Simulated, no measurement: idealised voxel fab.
process module | voxel transistor to metal
cross-section cut | 295 nm wide | cells 5 nm
A cross-section is a grid of square cells, given in bands from the top down. A band is one or more rows of cells.
Each band's line starts with the height of the band's top and of its bottom, in nm. Then come its materials from left to right, each with its width in nm. One material with "throughout" fills the band from edge to edge. "air" is empty space.
Height 0 is the level under which the wafer as received is all one material. The lowest band goes on downwards, as in "0 down".
A width such as "30 to 40" changes by the same amount from each row of cells to the next, from the band's top row to its bottom row.
"no change" after a step means that no cell of the cross-section changed.
closed voids: empty space of 8 cells or more with no open way to the top, each as width x height at its distance from the left edge, in nm
after a step's settings: what the simulator itself notes on the step
overlay nm, on a step with a mask: how far to the right of its planned place the mask lay; to the left if negative
plan
1 op RECEIVE | material Si
2 op OXIDIZE | depth nm 5
3 op CONFORMAL_DEP | material SiN | thk nm 10
4 op MASKED_ETCH | tone cover | mask id ACTIVE | width nm 105 | pitch nm 125 | etch materials SiN | depth nm 10 | overlay nm 0
5 op MASKED_ETCH | tone cover | mask id ACTIVE | width nm 105 | pitch nm 125 | etch materials SiO2 | depth nm 5 | overlay nm 0
6 op MASKED_ETCH | tone cover | mask id ACTIVE | width nm 105 | pitch nm 125 | etch materials Si | depth nm 35 | overlay nm 0
7 op OXIDIZE | depth nm 5
8 op FILL_DEP | material SiO2 | thk nm 10
9 op CMP | height nm 10
10 op SELECTIVE_ETCH | etch materials SiO2 | depth nm 5
11 op STRIP | etch materials SiN
12 op SELECTIVE_ETCH | etch materials SiO2 | depth nm 5
13 op OXIDIZE | depth nm 5
14 op DIRECTIONAL_DEP | material polySi | thk nm 25
15 op DIRECTIONAL_DEP | material SiCN | thk nm 10
16 op DIRECTIONAL_DEP | material aC | thk nm 10
17 op PATTERN | tone cover | mask id GATE | material resist | width nm 35 | pitch nm 125 | thk nm 25 | overlay nm 0
18 op DIRECTIONAL_ETCH | etch materials aC | depth nm 10
19 op STRIP | etch materials resist
20 op DIRECTIONAL_ETCH | etch materials SiCN | depth nm 20
21 op DIRECTIONAL_ETCH | etch materials polySi | depth nm 35
22 op STRIP | etch materials aC
23 op CONFORMAL_DEP | material SiN | thk nm 10
24 op DIRECTIONAL_ETCH | etch materials SiN | depth nm 10
25 op DIRECTIONAL_ETCH | etch materials SiO2 | depth nm 5
26 op DIRECTIONAL_ETCH | etch materials Si | depth nm 10
27 op EPI | material nSi | thk nm 15
28 op FILL_DEP | material SiO2 | thk nm 5
29 op CMP | height nm 20
30 op STRIP | etch materials polySi
31 op SELECTIVE_ETCH | etch materials SiO2 | depth nm 5
32 op CONFORMAL_DEP | material HfO2 | thk nm 5
33 op CONFORMAL_DEP | material TiN | thk nm 5
34 op FILL_DEP | material W | thk nm 5
35 op CMP | height nm 15
36 op DIRECTIONAL_DEP | material SiO2 | thk nm 10
37 op DIRECTIONAL_DEP | material aC | thk nm 15
38 op PATTERN | tone open | mask id CONTACT | material resist | width nm 15 | thk nm 35 | overlay nm 0
39 op DIRECTIONAL_ETCH | etch materials aC | depth nm 15
40 op STRIP | etch materials resist
41 op DIRECTIONAL_ETCH | etch materials SiO2 | depth nm 30
42 op STRIP | etch materials aC
43 op CONFORMAL_DEP | material TiN | thk nm 5
44 op FILL_DEP | material W | thk nm 10
45 op CMP | height nm 25
46 op DIRECTIONAL_DEP | material TiN | thk nm 5
47 op DIRECTIONAL_DEP | material W | thk nm 20
48 op DIRECTIONAL_DEP | material aC | thk nm 10
49 op PATTERN | tone cover | mask id METAL_1 | material resist | width nm 15 | thk nm 25 | overlay nm 0
50 op DIRECTIONAL_ETCH | etch materials aC | depth nm 10
51 op STRIP | etch materials resist
52 op DIRECTIONAL_ETCH | etch materials W | depth nm 20
53 op DIRECTIONAL_ETCH | etch materials TiN | depth nm 5
54 op STRIP | etch materials aC
55 op FILL_DEP | material SiO2 | thk nm 5
56 op CMP | height nm 50
57 op CONFORMAL_DEP | material SiCN | thk nm 5
58 op DIRECTIONAL_DEP | material SiO2 | thk nm 30
59 op DIRECTIONAL_DEP | material aC | thk nm 10
60 op PATTERN | tone open | mask id METAL_2 | material resist | width nm 15 | pitch nm 125 | thk nm 30 | overlay nm 0
61 op DIRECTIONAL_ETCH | etch materials aC | depth nm 10
62 op STRIP | etch materials resist
63 op DIRECTIONAL_ETCH | etch materials SiO2 | depth nm 20
64 op STRIP | etch materials aC
65 op DIRECTIONAL_DEP | material aC | thk nm 15
66 op PATTERN | tone open | mask id METAL_2_HOLES | material resist | width nm 15 | pitch nm 125 | thk nm 30 | overlay nm 0
67 op DIRECTIONAL_ETCH | etch materials aC | depth nm 15
68 op STRIP | etch materials resist
69 op DIRECTIONAL_ETCH | etch materials SiO2 | depth nm 10
70 op DIRECTIONAL_ETCH | etch materials SiCN | depth nm 5
71 op STRIP | etch materials aC
72 op CONFORMAL_DEP | material TiN | thk nm 5
73 op FILL_DEP | material Ru | thk nm 10
74 op CMP | height nm 85
75 op CONFORMAL_DEP | material SiN | thk nm 5
as received, after step 1
  0 down: Si throughout
  closed voids: none
a wafer at the end: this start, this plan, one mistake
  105 to 100: SiN throughout
  100 to 90: Ru throughout
  90 to 85: TiN 40 | Ru 5 | TiN 120 | Ru 5 | TiN 125
  85 to 55: SiO2 35 | TiN 5 | Ru 5 | TiN 5 | SiO2 110 | TiN 5 | Ru 5 | TiN 5 | SiO2 120
  55 to 50: SiCN 35 | TiN 15 | SiCN 110 | TiN 15 | SiCN 120
  50 to 30: SiO2 35 | W 15 | SiO2 65 | W 15 | SiO2 30 | W 15 | SiO2 65 | W 15 | SiO2 40
  30 to 25: SiO2 35 | TiN 15 | SiO2 65 | TiN 15 | SiO2 30 | TiN 15 | SiO2 65 | TiN 15 | SiO2 40
  25 to 15: SiO2 35 | TiN 5 | W 5 | TiN 5 | SiO2 65 | TiN 5 | W 5 | TiN 5 | SiO2 30 | TiN 5 | W 5 | TiN 5 | SiO2 65 | TiN 5 | W 5 | TiN 5 | SiO2 40
  15 to 10: SiO2 35 | TiN 5 | W 5 | TiN 5 | SiO2 5 | SiN 10 | HfO2 5 | TiN 5 | W 15 | TiN 5 | HfO2 5 | SiN 10 | SiO2 5 | TiN 5 | W 5 | TiN 5 | SiO2 30 | TiN 5 | W 5 | TiN 5 | SiO2 5 | SiN 10 | HfO2 5 | TiN 5 | W 15 | TiN 5 | HfO2 5 | SiN 10 | SiO2 5 | TiN 5 | W 5 | TiN 5 | SiO2 40
  10 to 5: SiO2 35 | TiN 15 | SiO2 5 | SiN 10 | HfO2 5 | TiN 5 | W 15 | TiN 5 | HfO2 5 | SiN 10 | SiO2 5 | TiN 15 | SiO2 30 | TiN 15 | SiO2 5 | SiN 10 | HfO2 5 | TiN 5 | W 15 | TiN 5 | HfO2 5 | SiN 10 | SiO2 5 | TiN 15 | SiO2 40
  5 to 0: SiO2 35 | TiN 5 | nSi 15 | SiN 10 | HfO2 5 | TiN 5 | W 15 | TiN 5 | HfO2 5 | SiN 10 | nSi 15 | TiN 5 | SiO2 30 | TiN 5 | nSi 15 | SiN 10 | HfO2 5 | TiN 5 | W 15 | TiN 5 | HfO2 5 | SiN 10 | nSi 15 | TiN 5 | SiO2 40
  0 to -5: SiO2 25 | SiN 10 | TiN 5 | nSi 15 | SiN 10 | HfO2 5 | TiN 25 | HfO2 5 | SiN 10 | nSi 15 | TiN 5 | SiN 10 | SiO2 10 | SiN 10 | TiN 5 | nSi 15 | SiN 10 | HfO2 5 | TiN 25 | HfO2 5 | SiN 10 | nSi 15 | TiN 5 | SiN 10 | SiO2 30
  -5 to -10: SiO2 35 | nSi 20 | SiO2 5 | HfO2 45 | SiO2 5 | nSi 20 | SiO2 30 | nSi 20 | SiO2 5 | HfO2 45 | SiO2 5 | nSi 20 | SiO2 40
  -10 to -20: SiO2 35 | nSi 20 | Si 55 | nSi 20 | SiO2 30 | nSi 20 | Si 55 | nSi 20 | SiO2 40
  -20 to -45: SiO2 35 | Si 95 | SiO2 30 | Si 95 | SiO2 40
  -45 down: Si throughout
  closed voids: none
what went wrong: step 74 was left out
